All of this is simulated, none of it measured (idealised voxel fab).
process module | voxel ribs on slabs
cross-section cut | 155 nm wide | cells 5 nm
A cross-section is a grid of square cells, given in bands from the top down. A band is one or more rows of cells.
Each band's line starts with the height of the band's top and of its bottom, in nm. Then come its materials from left to right, each with its width in nm. One material with "throughout" fills the band from edge to edge. "air" is empty space.
Height 0 is the level under which the wafer as received is all one material. The lowest band goes on downwards, as in "0 down".
A width such as "30 to 40" changes by the same amount from each row of cells to the next, from the band's top row to its bottom row.
"no change" after a step means that no cell of the cross-section changed.
closed voids: empty space of 8 cells or more with no open way to the top, each as width x height at its distance from the left edge, in nm
after a step's settings: what the simulator itself notes on the step
overlay nm, on a step with a mask: how far to the right of its planned place the mask lay; to the left if negative
plan
1 op RECEIVE | material Si
2 op DIRECTIONAL_DEP | material SiO2 | thk nm 25
3 op DIRECTIONAL_DEP | material SiN | thk nm 20
4 op DIRECTIONAL_DEP | material aC | thk nm 10
5 op PATTERN | tone cover | mask id RIB | material resist | width nm 30 | thk nm 25 | overlay nm 0
6 op DIRECTIONAL_ETCH | etch materials aC | depth nm 10
7 op STRIP | etch materials resist
8 op DIRECTIONAL_ETCH | etch materials SiN | depth nm 5
9 op STRIP | etch materials aC
10 op MASKED_ETCH | tone cover | mask id SLAB | width nm 90 | etch materials SiN | depth nm 15 | overlay nm 0
11 op FILL_DEP | material SiO2 | thk nm 25
12 op CMP | height nm 60
13 op DIRECTIONAL_DEP | material W | thk nm 5
14 op DIRECTIONAL_DEP | material aC | thk nm 15
15 op PATTERN | tone cover | mask id HEATER | material resist | width nm 40 | thk nm 30 | overlay nm 0
16 op DIRECTIONAL_ETCH | etch materials aC | depth nm 15
17 op STRIP | etch materials resist
18 op DIRECTIONAL_ETCH | etch materials W | depth nm 5
19 op STRIP | etch materials aC
20 op CONFORMAL_DEP | material SiO2 | thk nm 10
as received, after step 1
  0 down: Si throughout
  closed voids: none
first wafer at the end, as planned
  75 to 70: air 45 | SiO2 60 | air 50
  70 to 65: SiO2 throughout
  65 to 60: SiO2 55 | W 40 | SiO2 60
  60 to 45: SiO2 throughout
  45 to 40: SiO2 60 | SiN 30 | SiO2 65
  40 to 25: SiO2 30 | SiN 90 | SiO2 35
  25 to 0: SiO2 throughout
  0 down: Si throughout
  closed voids: none
second wafer at the end: like start, like plan, one mistake
  75 to 70: air 45 | SiO2 60 | air 50
  70 to 65: SiO2 throughout
  65 to 60: SiO2 55 | W 40 | SiO2 60
  60 to 50: SiO2 30 | SiN 90 | SiO2 35
  50 to 0: SiO2 throughout
  0 down: Si throughout
  closed voids: none
what went wrong: step 2 was run twice
at the end the second wafer has, in cells: 24 fewer of SiN | 24 more of SiO2
